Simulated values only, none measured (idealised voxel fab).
The process module that follows is named voxel tone inversion.
The cross-section on display is named cut; it measures 270 nm wide, and its cells are 5 nm squares.
Heads up, the way a cross-section reads in here is a grid of square cells, handed over as bands from the top down, with every band being one or more rows of cells. Per band: top height and bottom height in nm, followed by the left-to-right materials and their widths in nm; "throughout" marks a single material spanning edge to edge, "air" marks empty space. The level at which height equals 0 is the one under which the wafer, as it arrives, is entirely one material. No lower edge exists for the bottom band, which continues downward and is notated as in "0 nm and below". Graded width ("30 to 40"): value in top row of band = first number; value in bottom row = second number; row-to-row change constant. Where a step carries "same as before", the cross-section came out of it unchanged, cell for cell. "Sealed internal voids": empty spaces of 8 cells or more with no open way to the top, each given as width x height at distance, distance from the left edge, all in nm. Note: text after step settings on the step line = simulator remark on that step. overlay nm: step with mask; distance mask lay right of planned place; negative value = left of planned place.
# So here's the lineup of process steps we planned
- 1: RECEIVE, material Si
- 2: CONFORMAL_DEP, material SiCN, thk nm 5
- 3: DIRECTIONAL_DEP, material polySi, thk nm 15
- 4: PATTERN, tone cover, mask id POSTS, material resist, width nm 25, pitch nm 45, thk nm 25, overlay nm 0
- 5: DIRECTIONAL_ETCH, etch materials polySi, depth nm 15
- 6: STRIP, etch materials resist
- 7: FILL_DEP, material lowk, thk nm 5
- 8: CMP, height nm 20
- 9: STRIP, etch materials polySi
# First of two wafers, processed according to plan
# Wafer cross-section on receipt, i.e. after step 1
	0 nm and below = Si throughout
	Sealed internal voids: none
# After step 2, in cross-section
	5 nm to 0 nm = SiCN throughout
	Below 0, no change.
# After step 3, in cross-section
	20 nm to 5 nm = polySi throughout
	Below 5, no change.
# After step 4, in cross-section
	45 nm to 20 nm = air: 75; resist: 25; air: 20; resist: 25; air: 20; resist: 25; air: 80
	Below 20, no change.
# After step 5, in cross-section
	45 nm to 20 nm = air: 75; resist: 25; air: 20; resist: 25; air: 20; resist: 25; air: 80
	20 nm to 5 nm = air: 75; polySi: 25; air: 20; polySi: 25; air: 20; polySi: 25; air: 80
	Below 5, no change.
# After step 6, in cross-section
	20 nm to 5 nm = air: 75; polySi: 25; air: 20; polySi: 25; air: 20; polySi: 25; air: 80
	Below 5, no change.
# After step 7, in cross-section
	25 nm to 20 nm = lowk throughout
	20 nm to 5 nm = lowk: 75; polySi: 25; lowk: 20; polySi: 25; lowk: 20; polySi: 25; lowk: 80
	Below 5, no change.
# After step 8, in cross-section
	20 nm to 5 nm = lowk: 75; polySi: 25; lowk: 20; polySi: 25; lowk: 20; polySi: 25; lowk: 80
	Below 5, no change.
# After step 9, in cross-section
	20 nm to 5 nm = lowk: 75; air: 25; lowk: 20; air: 25; lowk: 20; air: 25; lowk: 80
	Below 5, no change.
# The second wafer was prepared from the same starting point and under the same plan as the first; its processing contained one mistake, and it remains indistinguishable from the first wafer up to and including step 1
# Planned end of step 2: second wafer, cross-section
	15 nm to 0 nm = polySi throughout
	Below 0, no change.
# Planned end of step 3: second wafer, cross-section
	20 nm to 15 nm = SiCN throughout
	Below 15, no change.
# Planned end of step 4: second wafer, cross-section
	45 nm to 20 nm = air: 75; resist: 25; air: 20; resist: 25; air: 20; resist: 25; air: 80
	Below 20, no change.
Planned end of step 5: second wafer, cross-section: same as before
# Planned end of step 6: second wafer, cross-section
	20 nm to 15 nm = SiCN throughout
	Below 15, no change.
# Planned end of step 7: second wafer, cross-section
	25 nm to 20 nm = lowk throughout
	Below 20, no change.
# Planned end of step 8: second wafer, cross-section
	20 nm to 15 nm = SiCN throughout
	Below 15, no change.
Planned end of step 9: second wafer, cross-section: same as before
Diagnosis: steps 2 and 3 swapped
FYI, end of process, the second wafer has more or fewer cells of some materials than the first: lowk -117 | polySi +162
